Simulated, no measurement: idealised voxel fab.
Process module heading - voxel gate over fins
In the cross-section labelled cut, the width is 245 nm and each square cell is 5 nm.
This document writes a cross-section as a grid whose cells are square, and gives it as bands, listed from the top down; one or more rows of cells form a band. Basically the band line says how high the top is and how high the bottom is, in nm, and then what's in it from left to right, every material with its width in nm. Empty space shows up as "empty", and if a single material carries "all across" it runs the full band edge to edge. Convention: height 0 is the level below which the wafer, as received, is all one material. The lowest band does not terminate at the bottom but continues downward, represented as "0 -> down". Quick explanation for "30..40": the width changes in equal steps down the rows of cells, from the first number in the band's top row to the second number in its bottom row. "left unchanged" -> step changed no cross-section cell. Basically, "Sealed cavities" tells you about the enclosed voids: empty spaces with no open way to the top, 8 cells or bigger, each written width x height at distance, where distance is from the left edge, all in nm. If you see something after the settings on a step's line, that's the simulator's own remark about that step. overlay nm: where the mask lay relative to plan, measured to the right, on steps with a mask; negatives go left. Quick note on how to read the rest: it's all pairs. You get the cross-section before a process step and the one after, but the after one only goes down as far as the lowest band that changed. The step in between, with its settings, sits under the pair. Heads up, the pairs can come from different runs of this module on the same starting wafer, so don't assume a pair picks up from the one above unless its "Pre-process cross-section" entry says it does.

**Pre-process cross-section**
* 0 -> -10 = 95 Si, 15 empty, 20 Si, 15 empty, 100 Si
* -10 -> -40 = 95 Si, 15 SiO2, 20 Si, 15 SiO2, 100 Si
* -40 -> down = Si all across
* Sealed cavities: none

**Structure After Step**
* 5 -> 0 = 100 HfO2, 5 empty, 30 HfO2, 5 empty, 105 HfO2
* 0 -> -5 = 95 Si, 5 HfO2, 5 empty, 5 HfO2, 20 Si, 5 HfO2, 5 empty, 5 HfO2, 100 Si
* -5 -> -10 = 95 Si, 15 HfO2, 20 Si, 15 HfO2, 100 Si
* Unchanged below -10.
* Sealed cavities: none
Between the two cross-sections shown above lies CONFORMAL_DEP, material HfO2, thk nm 5

Pre-process cross-section: the pre-step structure is the one depicted after the step in the pair just above.

**Structure After Step**
* 10 -> 5 = TiN all across
* 5 -> 0 = 100 HfO2, 5 TiN, 30 HfO2, 5 TiN, 105 HfO2
* 0 -> -5 = 95 Si, 5 HfO2, 5 TiN, 5 HfO2, 20 Si, 5 HfO2, 5 TiN, 5 HfO2, 100 Si
* Unchanged below -5.
* Sealed cavities: none
Between the two cross-sections shown above lies CONFORMAL_DEP, material TiN, thk nm 5

Pre-process cross-section: the pre-step structure is the one depicted after the step in the pair just above.

**Structure After Step**
* 20 -> 10 = W all across
* Unchanged below 10.
* Sealed cavities: none
Between the two cross-sections shown above lies FILL_DEP, material W, thk nm 10

Pre-process cross-section: the pre-step structure is the one depicted after the step in the pair just above.

**Structure After Step**
* 15 -> 10 = W all across
* Unchanged below 10.
* Sealed cavities: none
Between the two cross-sections shown above lies CMP, height nm 15

Pre-process cross-section: the pre-step structure is the one depicted after the step in the pair just above.

**Structure After Step**
* 25 -> 15 = SiN all across
* Unchanged below 15.
* Sealed cavities: none
Between the two cross-sections shown above lies CONFORMAL_DEP, material SiN, thk nm 10
